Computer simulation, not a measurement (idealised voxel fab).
process module | voxel self aligned contacts
cross-section cut | 145 nm wide | cells 5 nm
A cross-section is a grid of square cells, given in bands from the top down. A band is one or more rows of cells.
Each band's line starts with the height of the band's top and of its bottom, in nm. Then come its materials from left to right, each with its width in nm. One material with "throughout" fills the band from edge to edge. "air" is empty space.
Height 0 is the level under which the wafer as received is all one material. The lowest band goes on downwards, as in "0 down".
A width such as "30 to 40" changes by the same amount from each row of cells to the next, from the band's top row to its bottom row.
"no change" after a step means that no cell of the cross-section changed.
closed voids: empty space of 8 cells or more with no open way to the top, each as width x height at its distance from the left edge, in nm
after a step's settings: what the simulator itself notes on the step
overlay nm, on a step with a mask: how far to the right of its planned place the mask lay; to the left if negative
plan
1 op RECEIVE | material Si
2 op CONFORMAL_DEP | material SiO2 | thk nm 5
3 op DIRECTIONAL_DEP | material polySi | thk nm 30
4 op DIRECTIONAL_DEP | material SiN | thk nm 20
5 op DIRECTIONAL_DEP | material aC | thk nm 15
6 op PATTERN | tone cover | mask id GATE | material resist | width nm 30 | pitch nm 55 | thk nm 30 | overlay nm 0
7 op DIRECTIONAL_ETCH | etch materials aC | depth nm 15
8 op STRIP | etch materials resist
9 op DIRECTIONAL_ETCH | etch materials SiN | depth nm 20
10 op DIRECTIONAL_ETCH | etch materials polySi | depth nm 30
11 op STRIP | etch materials aC
12 op CONFORMAL_DEP | material SiN | thk nm 5
13 op DIRECTIONAL_ETCH | etch materials SiN | depth nm 5
14 op FILL_DEP | material SiO2 | thk nm 10
15 op CMP | height nm 60
16 op MASKED_ETCH | tone open | mask id CONTACT | width nm 35 | etch materials SiO2 | depth nm 60 | overlay nm 0
17 op CONFORMAL_DEP | material TiN | thk nm 5
18 op FILL_DEP | material W | thk nm 10
19 op CMP | height nm 60
20 op CONFORMAL_DEP | material SiN | thk nm 5
as received, after step 1
  0 down: Si throughout
  closed voids: none
a wafer at the end: this start, this plan, one mistake
  65 to 60: SiN throughout
  60 to 55: W 20 | TiN 35 | SiO2 35 | TiN 35 | W 20
  55 to 35: W 20 | TiN 5 | SiN 40 | SiO2 15 | SiN 40 | TiN 5 | W 20
  35 to 5: W 20 | TiN 5 | SiN 5 | polySi 30 | SiN 5 | SiO2 15 | SiN 5 | polySi 30 | SiN 5 | TiN 5 | W 20
  5 to 0: TiN 25 | SiO2 95 | TiN 25
  0 down: Si throughout
  closed voids: none
what went wrong: step 16 ran as: op MASKED_ETCH | tone cover | mask id CONTACT | width nm 35 | etch materials SiO2 | depth nm 60 | overlay nm 0
